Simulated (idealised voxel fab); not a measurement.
The following process module bears the name voxel tone inversion.
Section cut is 250 nm wide and gridded with 5 nm square cells.
In what follows, cross-sections appear as grids of square cells, described through bands that run from the top down, where every band is one or more rows of cells.
Top, bottom (nm), then materials left to right with widths (nm); lone material tagged "throughout" fills the whole band edge to edge; "blank" = empty space.
Below 0: as-received wafer, all one material; heights counted from there. Lowest band: no bottom, goes on down, written "top 0, no bottom".
The notation "30->40" denotes a width that varies across the rows of cells in the band, beginning at the first number in the top row, finishing at the second number in the bottom row, and changing by an identical amount from each row to the next.
Reading "no alterations made" for a step: not a cell of the cross-section changed in it.
This entry, "Closed cavity list", enumerates those empty regions of no fewer than 8 cells that possess no open connection to the top. Each region is reported in the form width x height at distance, the distance being taken from the left edge, with all three quantities expressed in nm.
Formally, on a step line, whatever follows the settings is a remark that the simulator itself makes on the step.
What "overlay nm" on a step's line means: if the step has a mask, that mask lay this far to the right of its planned place, or, when the value is negative, to the left.
Here's what the planned process steps look like
- 1: RECEIVE with material Si
- 2: CONFORMAL_DEP with material SiN, thk nm 5
- 3: DIRECTIONAL_DEP with material polySi, thk nm 25
- 4: PATTERN with tone cover, mask id POSTS, material resist, width nm 20, pitch nm 35, thk nm 30, overlay nm -15
- 5: DIRECTIONAL_ETCH with etch materials polySi, depth nm 25
- 6: STRIP with etch materials resist
- 7: FILL_DEP with material SiO2, thk nm 5
- 8: CMP with height nm 30
- 9: STRIP with etch materials polySi
Keep in mind the plan's value for the overlay nm of step 4 comes from the first wafer; the wafers don't share that setting, but they do share the same starting point.
First wafer of several, as received: cross-section after step 1
> top 0, no bottom = Si throughout
> Closed cavity list: none
So in this table every wafer gets its own row, and what you see is where it stands at the end of the module: for each material, how many cells it picked up (+) or gave up (-) since we received it, and after that its closed voids
overlay nm -15, +50 SiN, +210 SiO2, Closed cavity list: none
overlay nm -10, +50 SiN, +210 SiO2, Closed cavity list: none
overlay nm -5, +50 SiN, +210 SiO2, Closed cavity list: none
overlay nm 0, +50 SiN, +210 SiO2, Closed cavity list: none
overlay nm 5, +50 SiN, +210 SiO2, Closed cavity list: none
overlay nm 10, +50 SiN, +210 SiO2, Closed cavity list: none
overlay nm 15, +50 SiN, +210 SiO2, Closed cavity list: none
